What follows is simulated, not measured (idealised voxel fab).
The document below concerns the process module designated voxel transistor to metal.
FYI the section here is cut, 275 nm wide, cells are 5 nm squares.
When this document writes out a cross-section, it uses a grid of square cells and lists it as bands, beginning at the top and moving down, with a band standing for one or more rows of cells. For a band, the entry starts with two heights in nm, that of the top and then that of the bottom, and carries on with the band's materials in order from left to right, each alongside its width in nm; the word "all across" beside a single material means it fills the band edge to edge, and "empty" means empty space. Height is counted from the level 0, under which the received wafer is composed throughout of one material. The lowest of the bands is not closed at the bottom but continues downward, in the notation "0 -> down". When a width is written as two numbers, as in "30->40", the first number is the width in the top row of cells of the band and the second is the width in its bottom row, and the width changes by the same amount from each row to the next. "no alterations made" -> step changed no cross-section cell. Basically, "Closed void roster" tells you about the enclosed voids: empty spaces with no open way to the top, 8 cells or bigger, each written width x height at distance, where distance is from the left edge, all in nm. The remark found on a step's line after its settings is issued by the simulator itself and pertains to that step. overlay nm: how far to the right of its planned place the mask lay on this masked step (negative: to the left). Each pair of cross-sections that follows straddles one process step: the one shows the state before the step, the other the state after it, down to the lowest band that changed and no further. The step in question, and its settings, are given under the pair. Note that a pair is not necessarily a continuation of the pair above it, since pairs can come from different runs of this module on the same starting wafer; it is a continuation only where its entry headed "Structure before processing" says so.
## Structure before processing
    50 -> 35: SiO2 (30)  empty (15)  SiO2 (55)  empty (15)  SiO2 (45)  empty (15)  SiO2 (55)  empty (15)  SiO2 (30)
    35 -> 30: SiCN (30)  empty (15)  SiCN (55)  empty (15)  SiCN (45)  empty (15)  SiCN (55)  empty (15)  SiCN (30)
    30 -> 20: SiO2 (30)  Ru (5)  W (5)  Ru (5)  SiO2 (55)  Ru (5)  W (5)  Ru (5)  SiO2 (45)  Ru (5)  W (5)  Ru (5)  SiO2 (55)  Ru (5)  W (5)  Ru (5)  SiO2 (30)
    20 -> 5: SiO2 (30)  Ru (5)  W (5)  Ru (5)  SiO2 (10)  SiN (5)  HfO2 (5)  TiN (5)  W (5)  TiN (5)  HfO2 (5)  SiN (5)  SiO2 (10)  Ru (5)  W (5)  Ru (5)  SiO2 (45)  Ru (5)  W (5)  Ru (5)  SiO2 (10)  SiN (5)  HfO2 (5)  TiN (5)  W (5)  TiN (5)  HfO2 (5)  SiN (5)  SiO2 (10)  Ru (5)  W (5)  Ru (5)  SiO2 (30)
    5 -> 0: SiO2 (15)  SiN (5)  SiO2 (10)  Ru (15)  nSi (10)  SiN (5)  HfO2 (5)  TiN (15)  HfO2 (5)  SiN (5)  nSi (10)  Ru (15)  SiO2 (10)  SiN (5)  SiO2 (15)  SiN (5)  SiO2 (10)  Ru (15)  nSi (10)  SiN (5)  HfO2 (5)  TiN (15)  HfO2 (5)  SiN (5)  nSi (10)  Ru (15)  SiO2 (10)  SiN (5)  SiO2 (15)
    0 -> -5: SiO2 (20)  nSi (35)  HfO2 (35)  nSi (35)  SiO2 (25)  nSi (35)  HfO2 (35)  nSi (35)  SiO2 (20)
    -5 -> -10: SiO2 (20)  nSi (35)  Si (35)  nSi (35)  SiO2 (25)  nSi (35)  Si (35)  nSi (35)  SiO2 (20)
    -10 -> -25: SiO2 (20)  Si (105)  SiO2 (25)  Si (105)  SiO2 (20)
    -25 -> down: Si all across
    Closed void roster: none
## Cross-Section After Step
    55 -> 50: TiN (35)  empty (5)  TiN (65)  empty (5)  TiN (55)  empty (5)  TiN (65)  empty (5)  TiN (35)
    50 -> 35: SiO2 (30)  TiN (5)  empty (5)  TiN (5)  SiO2 (55)  TiN (5)  empty (5)  TiN (5)  SiO2 (45)  TiN (5)  empty (5)  TiN (5)  SiO2 (55)  TiN (5)  empty (5)  TiN (5)  SiO2 (30)
    35 -> 30: SiCN (30)  TiN (15)  SiCN (55)  TiN (15)  SiCN (45)  TiN (15)  SiCN (55)  TiN (15)  SiCN (30)
    All layers under 30 are left as they were.
    Closed void roster: none
Can you say which step sits between the two cross-sections above? CONFORMAL_DEP: material TiN, thk nm 5
Structure before processing: the after view from the pair directly above serves as the before view here.
## Cross-Section After Step
    60 -> 55: W all across
    55 -> 50: TiN (35)  W (5)  TiN (65)  W (5)  TiN (55)  W (5)  TiN (65)  W (5)  TiN (35)
    50 -> 35: SiO2 (30)  TiN (5)  W (5)  TiN (5)  SiO2 (55)  TiN (5)  W (5)  TiN (5)  SiO2 (45)  TiN (5)  W (5)  TiN (5)  SiO2 (55)  TiN (5)  W (5)  TiN (5)  SiO2 (30)
    All layers under 35 are left as they were.
    Closed void roster: none
Can you say which step sits between the two cross-sections above? FILL_DEP: material W, thk nm 5
Structure before processing: the after view from the pair directly above serves as the before view here.
## Cross-Section After Step
    50 -> 35: SiO2 (30)  TiN (5)  W (5)  TiN (5)  SiO2 (55)  TiN (5)  W (5)  TiN (5)  SiO2 (45)  TiN (5)  W (5)  TiN (5)  SiO2 (55)  TiN (5)  W (5)  TiN (5)  SiO2 (30)
    All layers under 35 are left as they were.
    Closed void roster: none
Can you say which step sits between the two cross-sections above? CMP: height nm 50
Structure before processing: the after view from the pair directly above serves as the before view here.
## Cross-Section After Step
    55 -> 50: empty (25)  Ru (25)  empty (45)  Ru (25)  empty (35)  Ru (25)  empty (45)  Ru (25)  empty (25)
    All layers under 50 are left as they were.
    Closed void roster: none
Can you say which step sits between the two cross-sections above? EPI: material Ru, thk nm 5
Structure before processing: the after view from the pair directly above serves as the before view here.
## Cross-Section After Step
    60 -> 55: SiCN all across
    55 -> 50: SiCN (25)  Ru (25)  SiCN (45)  Ru (25)  SiCN (35)  Ru (25)  SiCN (45)  Ru (25)  SiCN (25)
    All layers under 50 are left as they were.
    Closed void roster: none
Can you say which step sits between the two cross-sections above? FILL_DEP: material SiCN, thk nm 5
## Structure before processing
    65 -> 50: aC all across
    50 -> 35: SiO2 all across
    35 -> 30: SiCN all across
    30 -> 20: SiO2 (30)  TiN (5)  W (5)  TiN (5)  SiO2 (55)  TiN (5)  W (5)  TiN (5)  SiO2 (45)  TiN (5)  W (5)  TiN (5)  SiO2 (55)  TiN (5)  W (5)  TiN (5)  SiO2 (30)
    20 -> 5: SiO2 (30)  TiN (5)  W (5)  TiN (5)  SiO2 (10)  SiN (5)  HfO2 (5)  TiN (5)  W (5)  TiN (5)  HfO2 (5)  SiN (5)  SiO2 (10)  TiN (5)  W (5)  TiN (5)  SiO2 (45)  TiN (5)  W (5)  TiN (5)  SiO2 (10)  SiN (5)  HfO2 (5)  TiN (5)  W (5)  TiN (5)  HfO2 (5)  SiN (5)  SiO2 (10)  TiN (5)  W (5)  TiN (5)  SiO2 (30)
    5 -> 0: SiO2 (15)  SiN (5)  SiO2 (10)  TiN (15)  nSi (10)  SiN (5)  HfO2 (5)  TiN (15)  HfO2 (5)  SiN (5)  nSi (10)  TiN (15)  SiO2 (10)  SiN (5)  SiO2 (15)  SiN (5)  SiO2 (10)  TiN (15)  nSi (10)  SiN (5)  HfO2 (5)  TiN (15)  HfO2 (5)  SiN (5)  nSi (10)  TiN (15)  SiO2 (10)  SiN (5)  SiO2 (15)
    0 -> -5: SiO2 (20)  nSi (35)  HfO2 (35)  nSi (35)  SiO2 (25)  nSi (35)  HfO2 (35)  nSi (35)  SiO2 (20)
    -5 -> -10: SiO2 (20)  nSi (35)  Si (35)  nSi (35)  SiO2 (25)  nSi (35)  Si (35)  nSi (35)  SiO2 (20)
    -10 -> -25: SiO2 (20)  Si (105)  SiO2 (25)  Si (105)  SiO2 (20)
    -25 -> down: Si all across
    Closed void roster: none
## Cross-Section After Step
    100 -> 65: empty (30)  resist (15)  empty (55)  resist (15)  empty (45)  resist (15)  empty (55)  resist (15)  empty (30)
    All layers under 65 are left as they were.
    Closed void roster: none
Can you say which step sits between the two cross-sections above? PATTERN: tone cover, mask id METAL_1, material resist, width nm 15, thk nm 35, overlay nm 0
Structure before processing: the after view from the pair directly above serves as the before view here.
## Cross-Section After Step
    85 -> 65: empty (30)  resist (15)  empty (55)  resist (15)  empty (45)  resist (15)  empty (55)  resist (15)  empty (30)
    65 -> 50: empty (30)  aC (15)  empty (55)  aC (15)  empty (45)  aC (15)  empty (55)  aC (15)  empty (30)
    All layers under 50 are left as they were.
    Closed void roster: none
Can you say which step sits between the two cross-sections above? DIRECTIONAL_ETCH: etch materials aC, depth nm 15
Structure before processing: the after view from the pair directly above serves as the before view here.
## Cross-Section After Step
    65 -> 50: empty (30)  aC (15)  empty (55)  aC (15)  empty (45)  aC (15)  empty (55)  aC (15)  empty (30)
    All layers under 50 are left as they were.
    Closed void roster: none
Can you say which step sits between the two cross-sections above? STRIP: etch materials resist
Structure before processing: the after view from the pair directly above serves as the before view here.
## Cross-Section After Step
    65 -> 50: empty (30)  aC (15)  empty (55)  aC (15)  empty (45)  aC (15)  empty (55)  aC (15)  empty (30)
    50 -> 35: empty (30)  SiO2 (15)  empty (55)  SiO2 (15)  empty (45)  SiO2 (15)  empty (55)  SiO2 (15)  empty (30)
    All layers under 35 are left as they were.
    Closed void roster: none
Can you say which step sits between the two cross-sections above? DIRECTIONAL_ETCH: etch materials SiO2, depth nm 15
Structure before processing: the after view from the pair directly above serves as the before view here.
## Cross-Section After Step
    65 -> 50: empty (30)  aC (15)  empty (55)  aC (15)  empty (45)  aC (15)  empty (55)  aC (15)  empty (30)
    50 -> 35: empty (30)  SiO2 (15)  empty (55)  SiO2 (15)  empty (45)  SiO2 (15)  empty (55)  SiO2 (15)  empty (30)
    35 -> 30: empty (30)  SiCN (15)  empty (55)  SiCN (15)  empty (45)  SiCN (15)  empty (55)  SiCN (15)  empty (30)
    All layers under 30 are left as they were.
    Closed void roster: none
Can you say which step sits between the two cross-sections above? DIRECTIONAL_ETCH: etch materials SiCN, depth nm 5
Structure before processing: the after view from the pair directly above serves as the before view here.
## Cross-Section After Step
    50 -> 35: empty (30)  SiO2 (15)  empty (55)  SiO2 (15)  empty (45)  SiO2 (15)  empty (55)  SiO2 (15)  empty (30)
    All layers under 35 are left as they were.
    Closed void roster: none
Can you say which step sits between the two cross-sections above? STRIP: etch materials aC
Structure before processing: the after view from the pair directly above serves as the before view here.
## Cross-Section After Step
    55 -> 50: empty (25)  TiN (25)  empty (45)  TiN (25)  empty (35)  TiN (25)  empty (45)  TiN (25)  empty (25)
    50 -> 35: empty (25)  TiN (5)  SiO2 (15)  TiN (5)  empty (45)  TiN (5)  SiO2 (15)  TiN (5)  empty (35)  TiN (5)  SiO2 (15)  TiN (5)  empty (45)  TiN (5)  SiO2 (15)  TiN (5)  empty (25)
    35 -> 30: TiN (30)  SiCN (15)  TiN (55)  SiCN (15)  TiN (45)  SiCN (15)  TiN (55)  SiCN (15)  TiN (30)
    All layers under 30 are left as they were.
    Closed void roster: none
Can you say which step sits between the two cross-sections above? CONFORMAL_DEP: material TiN, thk nm 5
Structure before processing: the after view from the pair directly above serves as the before view here.
## Cross-Section After Step
    60 -> 55: W all across
    55 -> 50: W (25)  TiN (25)  W (45)  TiN (25)  W (35)  TiN (25)  W (45)  TiN (25)  W (25)
    50 -> 35: W (25)  TiN (5)  SiO2 (15)  TiN (5)  W (45)  TiN (5)  SiO2 (15)  TiN (5)  W (35)  TiN (5)  SiO2 (15)  TiN (5)  W (45)  TiN (5)  SiO2 (15)  TiN (5)  W (25)
    All layers under 35 are left as they were.
    Closed void roster: none
Can you say which step sits between the two cross-sections above? FILL_DEP: material W, thk nm 5
Structure before processing: the after view from the pair directly above serves as the before view here.
## Cross-Section After Step
    50 -> 35: W (25)  TiN (5)  SiO2 (15)  TiN (5)  W (45)  TiN (5)  SiO2 (15)  TiN (5)  W (35)  TiN (5)  SiO2 (15)  TiN (5)  W (45)  TiN (5)  SiO2 (15)  TiN (5)  W (25)
    All layers under 35 are left as they were.
    Closed void roster: none
Can you say which step sits between the two cross-sections above? CMP: height nm 50
Structure before processing: the after view from the pair directly above serves as the before view here.
## Cross-Section After Step
    55 -> 50: Ru (35)  empty (5)  Ru (65)  empty (5)  Ru (55)  empty (5)  Ru (65)  empty (5)  Ru (35)
    All layers under 50 are left as they were.
    Closed void roster: none
Can you say which step sits between the two cross-sections above? EPI: material Ru, thk nm 5
Structure before processing: the after view from the pair directly above serves as the before view here.
## Cross-Section After Step
    60 -> 55: SiCN all across
    55 -> 50: Ru (35)  SiCN (5)  Ru (65)  SiCN (5)  Ru (55)  SiCN (5)  Ru (65)  SiCN (5)  Ru (35)
    All layers under 50 are left as they were.
    Closed void roster: none
Can you say which step sits between the two cross-sections above? FILL_DEP: material SiCN, thk nm 5
